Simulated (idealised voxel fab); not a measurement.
process module | voxel ribs on slabs
cross-section cut | 270 nm wide | cells 5 nm
A cross-section is a grid of square cells, given in bands from the top down. A band is one or more rows of cells.
Each band's line starts with the height of the band's top and of its bottom, in nm. Then come its materials from left to right, each with its width in nm. One material with "throughout" fills the band from edge to edge. "air" is empty space.
Height 0 is the level under which the wafer as received is all one material. The lowest band goes on downwards, as in "0 down".
A width such as "30 to 40" changes by the same amount from each row of cells to the next, from the band's top row to its bottom row.
"no change" after a step means that no cell of the cross-section changed.
closed voids: empty space of 8 cells or more with no open way to the top, each as width x height at its distance from the left edge, in nm
after a step's settings: what the simulator itself notes on the step
overlay nm, on a step with a mask: how far to the right of its planned place the mask lay; to the left if negative
plan
1 op RECEIVE | material Si
2 op DIRECTIONAL_DEP | material SiO2 | thk nm 25
3 op DIRECTIONAL_DEP | material polySi | thk nm 15
4 op DIRECTIONAL_DEP | material aC | thk nm 15
5 op PATTERN | tone cover | mask id RIB | material resist | width nm 20 | thk nm 30 | overlay nm 0
6 op DIRECTIONAL_ETCH | etch materials aC | depth nm 15
7 op STRIP | etch materials resist
8 op DIRECTIONAL_ETCH | etch materials polySi | depth nm 10
9 op STRIP | etch materials aC
10 op MASKED_ETCH | tone cover | mask id SLAB | width nm 50 | etch materials polySi | depth nm 5 | overlay nm 0
11 op FILL_DEP | material SiO2 | thk nm 25
12 op CMP | height nm 55
13 op DIRECTIONAL_DEP | material W | thk nm 5
14 op DIRECTIONAL_DEP | material aC | thk nm 10
15 op PATTERN | tone cover | mask id HEATER | material resist | width nm 30 | thk nm 25 | overlay nm 0
16 op DIRECTIONAL_ETCH | etch materials aC | depth nm 10
17 op STRIP | etch materials resist
18 op DIRECTIONAL_ETCH | etch materials W | depth nm 5
19 op STRIP | etch materials aC
20 op CONFORMAL_DEP | material SiN | thk nm 10
as received, after step 1
  0 down: Si throughout
  closed voids: none
a wafer at the end: this start, this plan, one mistake
  70 to 65: air 105 | SiN 60 | air 105
  65 to 60: SiN throughout
  60 to 55: SiN 115 | W 40 | SiN 115
  55 to 40: SiO2 throughout
  40 to 30: SiO2 125 | polySi 20 | SiO2 125
  30 to 25: SiO2 110 | polySi 50 | SiO2 110
  25 to 0: SiO2 throughout
  0 down: Si throughout
  closed voids: none
what went wrong: step 15 ran as: op PATTERN | tone cover | mask id HEATER | material resist | width nm 40 | thk nm 25 | overlay nm 0
